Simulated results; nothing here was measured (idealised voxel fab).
process module | voxel transistor to metal
cross-section cut | 285 nm wide | cells 5 nm
A cross-section is a grid of square cells, given in bands from the top down. A band is one or more rows of cells.
Each band's line starts with the height of the band's top and of its bottom, in nm. Then come its materials from left to right, each with its width in nm. One material with "throughout" fills the band from edge to edge. "air" is empty space.
Height 0 is the level under which the wafer as received is all one material. The lowest band goes on downwards, as in "0 down".
A width such as "30 to 40" changes by the same amount from each row of cells to the next, from the band's top row to its bottom row.
"no change" after a step means that no cell of the cross-section changed.
closed voids: empty space of 8 cells or more with no open way to the top, each as width x height at its distance from the left edge, in nm
after a step's settings: what the simulator itself notes on the step
overlay nm, on a step with a mask: how far to the right of its planned place the mask lay; to the left if negative
plan
1 op RECEIVE | material Si
2 op OXIDIZE | depth nm 5
3 op CONFORMAL_DEP | material SiN | thk nm 15
4 op DIRECTIONAL_DEP | material aC | thk nm 15
5 op PATTERN | tone cover | mask id ACTIVE | material resist | width nm 100 | pitch nm 120 | thk nm 35 | overlay nm 0
6 op DIRECTIONAL_ETCH | etch materials aC | depth nm 15
7 op STRIP | etch materials resist
8 op DIRECTIONAL_ETCH | etch materials SiN | depth nm 15
9 op DIRECTIONAL_ETCH | etch materials SiO2 | depth nm 5
10 op DIRECTIONAL_ETCH | etch materials Si | depth nm 30
11 op STRIP | etch materials aC
12 op OXIDIZE | depth nm 5
13 op FILL_DEP | material SiO2 | thk nm 15
14 op CMP | height nm 15
15 op SELECTIVE_ETCH | etch materials SiO2 | depth nm 10
16 op STRIP | etch materials SiN
17 op SELECTIVE_ETCH | etch materials SiO2 | depth nm 5
18 op OXIDIZE | depth nm 5
19 op DIRECTIONAL_DEP | material polySi | thk nm 30
20 op DIRECTIONAL_DEP | material SiCN | thk nm 10
21 op MASKED_ETCH | tone cover | mask id GATE | width nm 30 | pitch nm 120 | etch materials SiCN | depth nm 20 | overlay nm 0
22 op MASKED_ETCH | tone cover | mask id GATE | width nm 30 | pitch nm 120 | etch materials polySi | depth nm 40 | overlay nm 0
23 op CONFORMAL_DEP | material SiO2 | thk nm 5
24 op DIRECTIONAL_ETCH | etch materials SiO2 | depth nm 5
25 op CONFORMAL_DEP | material SiN | thk nm 5
26 op DIRECTIONAL_ETCH | etch materials SiN | depth nm 5
27 op DIRECTIONAL_ETCH | etch materials SiO2 | depth nm 5
28 op DIRECTIONAL_ETCH | etch materials Si | depth nm 5
29 op EPI | material SiGe | thk nm 5
30 op FILL_DEP | material SiO2 | thk nm 10
31 op CMP | height nm 25
32 op STRIP | etch materials polySi
33 op SELECTIVE_ETCH | etch materials SiO2 | depth nm 5
34 op CONFORMAL_DEP | material HfO2 | thk nm 5
35 op CONFORMAL_DEP | material TiN | thk nm 5
36 op FILL_DEP | material W | thk nm 10
37 op CMP | height nm 20
38 op DIRECTIONAL_DEP | material SiO2 | thk nm 15
39 op PATTERN | tone open | mask id CONTACT | material resist | width nm 15 | thk nm 15 | overlay nm 0
40 op DIRECTIONAL_ETCH | etch materials SiO2 | depth nm 45
41 op STRIP | etch materials resist
42 op CONFORMAL_DEP | material TiN | thk nm 5
43 op FILL_DEP | material W | thk nm 5
44 op CMP | height nm 35
45 op DIRECTIONAL_DEP | material TiN | thk nm 5
46 op DIRECTIONAL_DEP | material Ru | thk nm 25
47 op MASKED_ETCH | tone cover | mask id METAL_1 | width nm 15 | etch materials Ru | depth nm 25 | overlay nm 0
48 op MASKED_ETCH | tone cover | mask id METAL_1 | width nm 15 | etch materials TiN | depth nm 5 | overlay nm 0
49 op FILL_DEP | material SiO2 | thk nm 5
50 op CMP | height nm 65
51 op CONFORMAL_DEP | material SiN | thk nm 5
first wafer, as planned
as received, after step 1
  0 down: Si throughout
  closed voids: none
after step 2
  0 to -5: SiO2 throughout
  below -5: unchanged
after step 3
  15 to 0: SiN throughout
  below 0: unchanged
after step 4
  30 to 15: aC throughout
  below 15: unchanged
after step 5
  65 to 30: air 30 | resist 100 | air 20 | resist 100 | air 35
  below 30: unchanged
after step 6
  50 to 30: air 30 | resist 100 | air 20 | resist 100 | air 35
  30 to 15: air 30 | aC 100 | air 20 | aC 100 | air 35
  below 15: unchanged
after step 7
  30 to 15: air 30 | aC 100 | air 20 | aC 100 | air 35
  below 15: unchanged
after step 8
  30 to 15: air 30 | aC 100 | air 20 | aC 100 | air 35
  15 to 0: air 30 | SiN 100 | air 20 | SiN 100 | air 35
  below 0: unchanged
after step 9
  30 to 15: air 30 | aC 100 | air 20 | aC 100 | air 35
  15 to 0: air 30 | SiN 100 | air 20 | SiN 100 | air 35
  0 to -5: air 30 | SiO2 100 | air 20 | SiO2 100 | air 35
  below -5: unchanged
after step 10
  30 to 15: air 30 | aC 100 | air 20 | aC 100 | air 35
  15 to 0: air 30 | SiN 100 | air 20 | SiN 100 | air 35
  0 to -5: air 30 | SiO2 100 | air 20 | SiO2 100 | air 35
  -5 to -35: air 30 | Si 100 | air 20 | Si 100 | air 35
  below -35: unchanged
after step 11
  15 to 0: air 30 | SiN 100 | air 20 | SiN 100 | air 35
  below 0: unchanged
after step 12
  15 to 0: air 30 | SiN 100 | air 20 | SiN 100 | air 35
  0 to -5: air 30 | SiO2 100 | air 20 | SiO2 100 | air 35
  -5 to -35: air 30 | SiO2 5 | Si 90 | SiO2 5 | air 20 | SiO2 5 | Si 90 | SiO2 5 | air 35
  -35 to -40: SiO2 35 | Si 90 | SiO2 30 | Si 90 | SiO2 40
  below -40: unchanged
after step 13
  30 to 15: SiO2 throughout
  15 to 0: SiO2 30 | SiN 100 | SiO2 20 | SiN 100 | SiO2 35
  0 to -5: SiO2 throughout
  -5 to -40: SiO2 35 | Si 90 | SiO2 30 | Si 90 | SiO2 40
  below -40: unchanged
after step 14
  15 to 0: SiO2 30 | SiN 100 | SiO2 20 | SiN 100 | SiO2 35
  below 0: unchanged
after step 15
  15 to 5: air 30 | SiN 100 | air 20 | SiN 100 | air 35
  below 5: unchanged
after step 16
  5 to 0: SiO2 30 | air 100 | SiO2 20 | air 100 | SiO2 35
  below 0: unchanged
after step 17
  0 to -5: SiO2 25 | air 110 | SiO2 10 | air 110 | SiO2 30
  below -5: unchanged
after step 18
  0 to -5: SiO2 25 | air 110 | SiO2 10 | air 110 | SiO2 30
  -5 to -10: SiO2 throughout
  below -10: unchanged
after step 19
  30 to 25: polySi 25 | air 110 | polySi 10 | air 110 | polySi 30
  25 to 0: polySi throughout
  0 to -5: SiO2 25 | polySi 110 | SiO2 10 | polySi 110 | SiO2 30
  below -5: unchanged
after step 20
  40 to 35: SiCN 25 | air 110 | SiCN 10 | air 110 | SiCN 30
  35 to 30: SiCN throughout
  30 to 25: polySi 25 | SiCN 110 | polySi 10 | SiCN 110 | polySi 30
  below 25: unchanged
after step 21
  35 to 30: air 65 | SiCN 30 | air 90 | SiCN 30 | air 70
  30 to 25: polySi 25 | air 40 | SiCN 30 | air 40 | polySi 10 | air 40 | SiCN 30 | air 40 | polySi 30
  below 25: unchanged
after step 22
  35 to 25: air 65 | SiCN 30 | air 90 | SiCN 30 | air 70
  25 to 0: air 65 | polySi 30 | air 90 | polySi 30 | air 70
  0 to -5: SiO2 25 | air 40 | polySi 30 | air 40 | SiO2 10 | air 40 | polySi 30 | air 40 | SiO2 30
  below -5: unchanged
after step 23
  40 to 35: air 60 | SiO2 40 | air 80 | SiO2 40 | air 65
  35 to 25: air 60 | SiO2 5 | SiCN 30 | SiO2 5 | air 80 | SiO2 5 | SiCN 30 | SiO2 5 | air 65
  25 to 5: air 60 | SiO2 5 | polySi 30 | SiO2 5 | air 80 | SiO2 5 | polySi 30 | SiO2 5 | air 65
  5 to 0: SiO2 30 | air 30 | SiO2 5 | polySi 30 | SiO2 5 | air 30 | SiO2 20 | air 30 | SiO2 5 | polySi 30 | SiO2 5 | air 30 | SiO2 35
  0 to -5: SiO2 65 | polySi 30 | SiO2 90 | polySi 30 | SiO2 70
  below -5: unchanged
after step 24
  35 to 25: air 60 | SiO2 5 | SiCN 30 | SiO2 5 | air 80 | SiO2 5 | SiCN 30 | SiO2 5 | air 65
  25 to 0: air 60 | SiO2 5 | polySi 30 | SiO2 5 | air 80 | SiO2 5 | polySi 30 | SiO2 5 | air 65
  0 to -5: SiO2 30 | air 30 | SiO2 5 | polySi 30 | SiO2 5 | air 30 | SiO2 20 | air 30 | SiO2 5 | polySi 30 | SiO2 5 | air 30 | SiO2 35
  below -5: unchanged
after step 25
  40 to 35: air 55 | SiN 50 | air 70 | SiN 50 | air 60
  35 to 25: air 55 | SiN 5 | SiO2 5 | SiCN 30 | SiO2 5 | SiN 5 | air 70 | SiN 5 | SiO2 5 | SiCN 30 | SiO2 5 | SiN 5 | air 60
  25 to 5: air 55 | SiN 5 | SiO2 5 | polySi 30 | SiO2 5 | SiN 5 | air 70 | SiN 5 | SiO2 5 | polySi 30 | SiO2 5 | SiN 5 | air 60
  5 to 0: SiN 35 | air 20 | SiN 5 | SiO2 5 | polySi 30 | SiO2 5 | SiN 5 | air 20 | SiN 30 | air 20 | SiN 5 | SiO2 5 | polySi 30 | SiO2 5 | SiN 5 | air 20 | SiN 40
  0 to -5: SiO2 30 | SiN 30 | SiO2 5 | polySi 30 | SiO2 5 | SiN 30 | SiO2 20 | SiN 30 | SiO2 5 | polySi 30 | SiO2 5 | SiN 30 | SiO2 35
  below -5: unchanged
after step 26
  35 to 25: air 55 | SiN 5 | SiO2 5 | SiCN 30 | SiO2 5 | SiN 5 | air 70 | SiN 5 | SiO2 5 | SiCN 30 | SiO2 5 | SiN 5 | air 60
  25 to 0: air 55 | SiN 5 | SiO2 5 | polySi 30 | SiO2 5 | SiN 5 | air 70 | SiN 5 | SiO2 5 | polySi 30 | SiO2 5 | SiN 5 | air 60
  0 to -5: SiO2 30 | SiN 5 | air 20 | SiN 5 | SiO2 5 | polySi 30 | SiO2 5 | SiN 5 | air 20 | SiN 5 | SiO2 20 | SiN 5 | air 20 | SiN 5 | SiO2 5 | polySi 30 | SiO2 5 | SiN 5 | air 20 | SiN 5 | SiO2 35
  below -5: unchanged
after step 27
  35 to 30: air 55 | SiN 5 | air 5 | SiCN 30 | air 5 | SiN 5 | air 70 | SiN 5 | air 5 | SiCN 30 | air 5 | SiN 5 | air 60
  30 to 25: air 55 | SiN 5 | SiO2 5 | SiCN 30 | SiO2 5 | SiN 5 | air 70 | SiN 5 | SiO2 5 | SiCN 30 | SiO2 5 | SiN 5 | air 60
  25 to 0: air 55 | SiN 5 | SiO2 5 | polySi 30 | SiO2 5 | SiN 5 | air 70 | SiN 5 | SiO2 5 | polySi 30 | SiO2 5 | SiN 5 | air 60
  0 to -5: air 30 | SiN 5 | air 20 | SiN 5 | SiO2 5 | polySi 30 | SiO2 5 | SiN 5 | air 20 | SiN 5 | air 20 | SiN 5 | air 20 | SiN 5 | SiO2 5 | polySi 30 | SiO2 5 | SiN 5 | air 20 | SiN 5 | air 35
  -5 to -10: SiO2 35 | air 20 | SiO2 50 | air 20 | SiO2 30 | air 20 | SiO2 50 | air 20 | SiO2 40
  below -10: unchanged
after step 28
  35 to 30: air 55 | SiN 5 | air 5 | SiCN 30 | air 5 | SiN 5 | air 70 | SiN 5 | air 5 | SiCN 30 | air 5 | SiN 5 | air 60
  30 to 25: air 55 | SiN 5 | SiO2 5 | SiCN 30 | SiO2 5 | SiN 5 | air 70 | SiN 5 | SiO2 5 | SiCN 30 | SiO2 5 | SiN 5 | air 60
  25 to 0: air 55 | SiN 5 | SiO2 5 | polySi 30 | SiO2 5 | SiN 5 | air 70 | SiN 5 | SiO2 5 | polySi 30 | SiO2 5 | SiN 5 | air 60
  0 to -5: air 30 | SiN 5 | air 20 | SiN 5 | SiO2 5 | polySi 30 | SiO2 5 | SiN 5 | air 20 | SiN 5 | air 20 | SiN 5 | air 20 | SiN 5 | SiO2 5 | polySi 30 | SiO2 5 | SiN 5 | air 20 | SiN 5 | air 35
  -5 to -10: SiO2 35 | air 20 | SiO2 50 | air 20 | SiO2 30 | air 20 | SiO2 50 | air 20 | SiO2 40
  -10 to -15: SiO2 35 | air 20 | Si 50 | air 20 | SiO2 30 | air 20 | Si 50 | air 20 | SiO2 40
  below -15: unchanged
after step 29
  35 to 30: air 55 | SiN 5 | air 5 | SiCN 30 | air 5 | SiN 5 | air 70 | SiN 5 | air 5 | SiCN 30 | air 5 | SiN 5 | air 60
  30 to 25: air 55 | SiN 5 | SiO2 5 | SiCN 30 | SiO2 5 | SiN 5 | air 70 | SiN 5 | SiO2 5 | SiCN 30 | SiO2 5 | SiN 5 | air 60
  25 to 0: air 55 | SiN 5 | SiO2 5 | polySi 30 | SiO2 5 | SiN 5 | air 70 | SiN 5 | SiO2 5 | polySi 30 | SiO2 5 | SiN 5 | air 60
  0 to -5: air 30 | SiN 5 | air 20 | SiN 5 | SiO2 5 | polySi 30 | SiO2 5 | SiN 5 | air 20 | SiN 5 | air 20 | SiN 5 | air 20 | SiN 5 | SiO2 5 | polySi 30 | SiO2 5 | SiN 5 | air 20 | SiN 5 | air 35
  -5 to -10: SiO2 35 | air 15 | SiGe 5 | SiO2 50 | SiGe 5 | air 15 | SiO2 30 | air 15 | SiGe 5 | SiO2 50 | SiGe 5 | air 15 | SiO2 40
  -10 to -15: SiO2 35 | SiGe 20 | Si 50 | SiGe 20 | SiO2 30 | SiGe 20 | Si 50 | SiGe 20 | SiO2 40
  below -15: unchanged
after step 30
  45 to 35: SiO2 throughout
  35 to 25: SiO2 55 | SiN 5 | SiO2 5 | SiCN 30 | SiO2 5 | SiN 5 | SiO2 70 | SiN 5 | SiO2 5 | SiCN 30 | SiO2 5 | SiN 5 | SiO2 60
  25 to 0: SiO2 55 | SiN 5 | SiO2 5 | polySi 30 | SiO2 5 | SiN 5 | SiO2 70 | SiN 5 | SiO2 5 | polySi 30 | SiO2 5 | SiN 5 | SiO2 60
  0 to -5: SiO2 30 | SiN 5 | SiO2 20 | SiN 5 | SiO2 5 | polySi 30 | SiO2 5 | SiN 5 | SiO2 20 | SiN 5 | SiO2 20 | SiN 5 | SiO2 20 | SiN 5 | SiO2 5 | polySi 30 | SiO2 5 | SiN 5 | SiO2 20 | SiN 5 | SiO2 35
  -5 to -10: SiO2 50 | SiGe 5 | SiO2 50 | SiGe 5 | SiO2 60 | SiGe 5 | SiO2 50 | SiGe 5 | SiO2 55
  below -10: unchanged
after step 31
  25 to 0: SiO2 55 | SiN 5 | SiO2 5 | polySi 30 | SiO2 5 | SiN 5 | SiO2 70 | SiN 5 | SiO2 5 | polySi 30 | SiO2 5 | SiN 5 | SiO2 60
  below 0: unchanged
after step 32
  25 to 0: SiO2 55 | SiN 5 | SiO2 5 | air 30 | SiO2 5 | SiN 5 | SiO2 70 | SiN 5 | SiO2 5 | air 30 | SiO2 5 | SiN 5 | SiO2 60
  0 to -5: SiO2 30 | SiN 5 | SiO2 20 | SiN 5 | SiO2 5 | air 30 | SiO2 5 | SiN 5 | SiO2 20 | SiN 5 | SiO2 20 | SiN 5 | SiO2 20 | SiN 5 | SiO2 5 | air 30 | SiO2 5 | SiN 5 | SiO2 20 | SiN 5 | SiO2 35
  below -5: unchanged
after step 33
  25 to 20: air 55 | SiN 5 | air 40 | SiN 5 | air 70 | SiN 5 | air 40 | SiN 5 | air 60
  20 to 0: SiO2 55 | SiN 5 | air 40 | SiN 5 | SiO2 70 | SiN 5 | air 40 | SiN 5 | SiO2 60
  0 to -5: SiO2 30 | SiN 5 | SiO2 20 | SiN 5 | air 40 | SiN 5 | SiO2 20 | SiN 5 | SiO2 20 | SiN 5 | SiO2 20 | SiN 5 | air 40 | SiN 5 | SiO2 20 | SiN 5 | SiO2 35
  -5 to -10: SiO2 50 | SiGe 5 | SiO2 5 | air 40 | SiO2 5 | SiGe 5 | SiO2 60 | SiGe 5 | SiO2 5 | air 40 | SiO2 5 | SiGe 5 | SiO2 55
  below -10: unchanged
after step 34
  30 to 25: air 50 | HfO2 15 | air 30 | HfO2 15 | air 60 | HfO2 15 | air 30 | HfO2 15 | air 55
  25 to 20: HfO2 55 | SiN 5 | HfO2 5 | air 30 | HfO2 5 | SiN 5 | HfO2 70 | SiN 5 | HfO2 5 | air 30 | HfO2 5 | SiN 5 | HfO2 60
  20 to 0: SiO2 55 | SiN 5 | HfO2 5 | air 30 | HfO2 5 | SiN 5 | SiO2 70 | SiN 5 | HfO2 5 | air 30 | HfO2 5 | SiN 5 | SiO2 60
  0 to -5: SiO2 30 | SiN 5 | SiO2 20 | SiN 5 | HfO2 5 | air 30 | HfO2 5 | SiN 5 | SiO2 20 | SiN 5 | SiO2 20 | SiN 5 | SiO2 20 | SiN 5 | HfO2 5 | air 30 | HfO2 5 | SiN 5 | SiO2 20 | SiN 5 | SiO2 35
  -5 to -10: SiO2 50 | SiGe 5 | SiO2 5 | HfO2 40 | SiO2 5 | SiGe 5 | SiO2 60 | SiGe 5 | SiO2 5 | HfO2 40 | SiO2 5 | SiGe 5 | SiO2 55
  below -10: unchanged
after step 35
  35 to 30: air 45 | TiN 25 | air 20 | TiN 25 | air 50 | TiN 25 | air 20 | TiN 25 | air 50
  30 to 25: TiN 50 | HfO2 15 | TiN 5 | air 20 | TiN 5 | HfO2 15 | TiN 60 | HfO2 15 | TiN 5 | air 20 | TiN 5 | HfO2 15 | TiN 55
  25 to 20: HfO2 55 | SiN 5 | HfO2 5 | TiN 5 | air 20 | TiN 5 | HfO2 5 | SiN 5 | HfO2 70 | SiN 5 | HfO2 5 | TiN 5 | air 20 | TiN 5 | HfO2 5 | SiN 5 | HfO2 60
  20 to 0: SiO2 55 | SiN 5 | HfO2 5 | TiN 5 | air 20 | TiN 5 | HfO2 5 | SiN 5 | SiO2 70 | SiN 5 | HfO2 5 | TiN 5 | air 20 | TiN 5 | HfO2 5 | SiN 5 | SiO2 60
  0 to -5: SiO2 30 | SiN 5 | SiO2 20 | SiN 5 | HfO2 5 | TiN 30 | HfO2 5 | SiN 5 | SiO2 20 | SiN 5 | SiO2 20 | SiN 5 | SiO2 20 | SiN 5 | HfO2 5 | TiN 30 | HfO2 5 | SiN 5 | SiO2 20 | SiN 5 | SiO2 35
  below -5: unchanged
after step 36
  45 to 35: W throughout
  35 to 30: W 45 | TiN 25 | W 20 | TiN 25 | W 50 | TiN 25 | W 20 | TiN 25 | W 50
  30 to 25: TiN 50 | HfO2 15 | TiN 5 | W 20 | TiN 5 | HfO2 15 | TiN 60 | HfO2 15 | TiN 5 | W 20 | TiN 5 | HfO2 15 | TiN 55
  25 to 20: HfO2 55 | SiN 5 | HfO2 5 | TiN 5 | W 20 | TiN 5 | HfO2 5 | SiN 5 | HfO2 70 | SiN 5 | HfO2 5 | TiN 5 | W 20 | TiN 5 | HfO2 5 | SiN 5 | HfO2 60
  20 to 0: SiO2 55 | SiN 5 | HfO2 5 | TiN 5 | W 20 | TiN 5 | HfO2 5 | SiN 5 | SiO2 70 | SiN 5 | HfO2 5 | TiN 5 | W 20 | TiN 5 | HfO2 5 | SiN 5 | SiO2 60
  below 0: unchanged
after step 37
  20 to 0: SiO2 55 | SiN 5 | HfO2 5 | TiN 5 | W 20 | TiN 5 | HfO2 5 | SiN 5 | SiO2 70 | SiN 5 | HfO2 5 | TiN 5 | W 20 | TiN 5 | HfO2 5 | SiN 5 | SiO2 60
  below 0: unchanged
after step 38
  35 to 20: SiO2 throughout
  below 20: unchanged
after step 39
  50 to 35: resist 35 | air 15 | resist 60 | air 15 | resist 30 | air 15 | resist 60 | air 15 | resist 40
  below 35: unchanged
after step 40
  50 to 35: resist 35 | air 15 | resist 60 | air 15 | resist 30 | air 15 | resist 60 | air 15 | resist 40
  35 to 20: SiO2 35 | air 15 | SiO2 60 | air 15 | SiO2 30 | air 15 | SiO2 60 | air 15 | SiO2 40
  20 to 0: SiO2 35 | air 15 | SiO2 5 | SiN 5 | HfO2 5 | TiN 5 | W 20 | TiN 5 | HfO2 5 | SiN 5 | SiO2 5 | air 15 | SiO2 30 | air 15 | SiO2 5 | SiN 5 | HfO2 5 | TiN 5 | W 20 | TiN 5 | HfO2 5 | SiN 5 | SiO2 5 | air 15 | SiO2 40
  0 to -5: SiO2 30 | SiN 5 | air 15 | SiO2 5 | SiN 5 | HfO2 5 | TiN 30 | HfO2 5 | SiN 5 | SiO2 5 | air 15 | SiN 5 | SiO2 20 | SiN 5 | air 15 | SiO2 5 | SiN 5 | HfO2 5 | TiN 30 | HfO2 5 | SiN 5 | SiO2 5 | air 15 | SiN 5 | SiO2 35
  -5 to -10: SiO2 35 | air 15 | SiGe 5 | SiO2 5 | HfO2 40 | SiO2 5 | SiGe 5 | air 15 | SiO2 30 | air 15 | SiGe 5 | SiO2 5 | HfO2 40 | SiO2 5 | SiGe 5 | air 15 | SiO2 40
  below -10: unchanged
after step 41
  35 to 20: SiO2 35 | air 15 | SiO2 60 | air 15 | SiO2 30 | air 15 | SiO2 60 | air 15 | SiO2 40
  below 20: unchanged
after step 42
  40 to 35: TiN 40 | air 5 | TiN 70 | air 5 | TiN 40 | air 5 | TiN 70 | air 5 | TiN 45
  35 to 20: SiO2 35 | TiN 5 | air 5 | TiN 5 | SiO2 60 | TiN 5 | air 5 | TiN 5 | SiO2 30 | TiN 5 | air 5 | TiN 5 | SiO2 60 | TiN 5 | air 5 | TiN 5 | SiO2 40
  20 to 0: SiO2 35 | TiN 5 | air 5 | TiN 5 | SiO2 5 | SiN 5 | HfO2 5 | TiN 5 | W 20 | TiN 5 | HfO2 5 | SiN 5 | SiO2 5 | TiN 5 | air 5 | TiN 5 | SiO2 30 | TiN 5 | air 5 | TiN 5 | SiO2 5 | SiN 5 | HfO2 5 | TiN 5 | W 20 | TiN 5 | HfO2 5 | SiN 5 | SiO2 5 | TiN 5 | air 5 | TiN 5 | SiO2 40
  0 to -5: SiO2 30 | SiN 5 | TiN 5 | air 5 | TiN 5 | SiO2 5 | SiN 5 | HfO2 5 | TiN 30 | HfO2 5 | SiN 5 | SiO2 5 | TiN 5 | air 5 | TiN 5 | SiN 5 | SiO2 20 | SiN 5 | TiN 5 | air 5 | TiN 5 | SiO2 5 | SiN 5 | HfO2 5 | TiN 30 | HfO2 5 | SiN 5 | SiO2 5 | TiN 5 | air 5 | TiN 5 | SiN 5 | SiO2 35
  -5 to -10: SiO2 35 | TiN 15 | SiGe 5 | SiO2 5 | HfO2 40 | SiO2 5 | SiGe 5 | TiN 15 | SiO2 30 | TiN 15 | SiGe 5 | SiO2 5 | HfO2 40 | SiO2 5 | SiGe 5 | TiN 15 | SiO2 40
  below -10: unchanged
after step 43
  45 to 40: W throughout
  40 to 35: TiN 40 | W 5 | TiN 70 | W 5 | TiN 40 | W 5 | TiN 70 | W 5 | TiN 45
  35 to 20: SiO2 35 | TiN 5 | W 5 | TiN 5 | SiO2 60 | TiN 5 | W 5 | TiN 5 | SiO2 30 | TiN 5 | W 5 | TiN 5 | SiO2 60 | TiN 5 | W 5 | TiN 5 | SiO2 40
  20 to 0: SiO2 35 | TiN 5 | W 5 | TiN 5 | SiO2 5 | SiN 5 | HfO2 5 | TiN 5 | W 20 | TiN 5 | HfO2 5 | SiN 5 | SiO2 5 | TiN 5 | W 5 | TiN 5 | SiO2 30 | TiN 5 | W 5 | TiN 5 | SiO2 5 | SiN 5 | HfO2 5 | TiN 5 | W 20 | TiN 5 | HfO2 5 | SiN 5 | SiO2 5 | TiN 5 | W 5 | TiN 5 | SiO2 40
  0 to -5: SiO2 30 | SiN 5 | TiN 5 | W 5 | TiN 5 | SiO2 5 | SiN 5 | HfO2 5 | TiN 30 | HfO2 5 | SiN 5 | SiO2 5 | TiN 5 | W 5 | TiN 5 | SiN 5 | SiO2 20 | SiN 5 | TiN 5 | W 5 | TiN 5 | SiO2 5 | SiN 5 | HfO2 5 | TiN 30 | HfO2 5 | SiN 5 | SiO2 5 | TiN 5 | W 5 | TiN 5 | SiN 5 | SiO2 35
  below -5: unchanged
after step 44
  35 to 20: SiO2 35 | TiN 5 | W 5 | TiN 5 | SiO2 60 | TiN 5 | W 5 | TiN 5 | SiO2 30 | TiN 5 | W 5 | TiN 5 | SiO2 60 | TiN 5 | W 5 | TiN 5 | SiO2 40
  below 20: unchanged
after step 45
  40 to 35: TiN throughout
  below 35: unchanged
after step 46
  65 to 40: Ru throughout
  below 40: unchanged
after step 47
  65 to 40: air 35 | Ru 15 | air 60 | Ru 15 | air 30 | Ru 15 | air 60 | Ru 15 | air 40
  below 40: unchanged
after step 48
  65 to 40: air 35 | Ru 15 | air 60 | Ru 15 | air 30 | Ru 15 | air 60 | Ru 15 | air 40
  40 to 35: air 35 | TiN 15 | air 60 | TiN 15 | air 30 | TiN 15 | air 60 | TiN 15 | air 40
  below 35: unchanged
after step 49
  70 to 65: SiO2 throughout
  65 to 40: SiO2 35 | Ru 15 | SiO2 60 | Ru 15 | SiO2 30 | Ru 15 | SiO2 60 | Ru 15 | SiO2 40
  40 to 35: SiO2 35 | TiN 15 | SiO2 60 | TiN 15 | SiO2 30 | TiN 15 | SiO2 60 | TiN 15 | SiO2 40
  below 35: unchanged
after step 50
  65 to 40: SiO2 35 | Ru 15 | SiO2 60 | Ru 15 | SiO2 30 | Ru 15 | SiO2 60 | Ru 15 | SiO2 40
  below 40: unchanged
after step 51
  70 to 65: SiN throughout
  below 65: unchanged
second wafer: like start, like plan, one mistake. Through step 36 it matches the first wafer
when step 37 should have ended: no change
when step 38 should have ended
  60 to 45: SiO2 throughout
  below 45: unchanged
when step 39 should have ended
  75 to 60: resist 35 | air 15 | resist 60 | air 15 | resist 30 | air 15 | resist 60 | air 15 | resist 40
  below 60: unchanged
when step 40 should have ended
  75 to 60: resist 35 | air 15 | resist 60 | air 15 | resist 30 | air 15 | resist 60 | air 15 | resist 40
  60 to 45: SiO2 35 | air 15 | SiO2 60 | air 15 | SiO2 30 | air 15 | SiO2 60 | air 15 | SiO2 40
  below 45: unchanged
when step 41 should have ended
  60 to 45: SiO2 35 | air 15 | SiO2 60 | air 15 | SiO2 30 | air 15 | SiO2 60 | air 15 | SiO2 40
  below 45: unchanged
when step 42 should have ended
  65 to 60: TiN 40 | air 5 | TiN 70 | air 5 | TiN 40 | air 5 | TiN 70 | air 5 | TiN 45
  60 to 50: SiO2 35 | TiN 5 | air 5 | TiN 5 | SiO2 60 | TiN 5 | air 5 | TiN 5 | SiO2 30 | TiN 5 | air 5 | TiN 5 | SiO2 60 | TiN 5 | air 5 | TiN 5 | SiO2 40
  50 to 45: SiO2 35 | TiN 15 | SiO2 60 | TiN 15 | SiO2 30 | TiN 15 | SiO2 60 | TiN 15 | SiO2 40
  below 45: unchanged
when step 43 should have ended
  70 to 65: W throughout
  65 to 60: TiN 40 | W 5 | TiN 70 | W 5 | TiN 40 | W 5 | TiN 70 | W 5 | TiN 45
  60 to 50: SiO2 35 | TiN 5 | W 5 | TiN 5 | SiO2 60 | TiN 5 | W 5 | TiN 5 | SiO2 30 | TiN 5 | W 5 | TiN 5 | SiO2 60 | TiN 5 | W 5 | TiN 5 | SiO2 40
  below 50: unchanged
when step 44 should have ended
  35 to 30: W 45 | TiN 25 | W 20 | TiN 25 | W 50 | TiN 25 | W 20 | TiN 25 | W 50
  below 30: unchanged
when step 45 should have ended
  40 to 35: TiN throughout
  below 35: unchanged
when step 46 should have ended
  65 to 40: Ru throughout
  below 40: unchanged
when step 47 should have ended
  65 to 40: air 35 | Ru 15 | air 60 | Ru 15 | air 30 | Ru 15 | air 60 | Ru 15 | air 40
  below 40: unchanged
when step 48 should have ended
  65 to 40: air 35 | Ru 15 | air 60 | Ru 15 | air 30 | Ru 15 | air 60 | Ru 15 | air 40
  40 to 35: air 35 | TiN 15 | air 60 | TiN 15 | air 30 | TiN 15 | air 60 | TiN 15 | air 40
  below 35: unchanged
when step 49 should have ended
  70 to 65: SiO2 throughout
  65 to 40: SiO2 35 | Ru 15 | SiO2 60 | Ru 15 | SiO2 30 | Ru 15 | SiO2 60 | Ru 15 | SiO2 40
  40 to 35: SiO2 35 | TiN 15 | SiO2 60 | TiN 15 | SiO2 30 | TiN 15 | SiO2 60 | TiN 15 | SiO2 40
  below 35: unchanged
when step 50 should have ended
  65 to 40: SiO2 35 | Ru 15 | SiO2 60 | Ru 15 | SiO2 30 | Ru 15 | SiO2 60 | Ru 15 | SiO2 40
  below 40: unchanged
when step 51 should have ended
  70 to 65: SiN throughout
  below 65: unchanged
what went wrong: step 37 was left out
at the end the second wafer has, in cells: 53 more of HfO2 | 4 more of SiN | 63 fewer of SiO2 | 15 fewer of TiN | 21 more of W
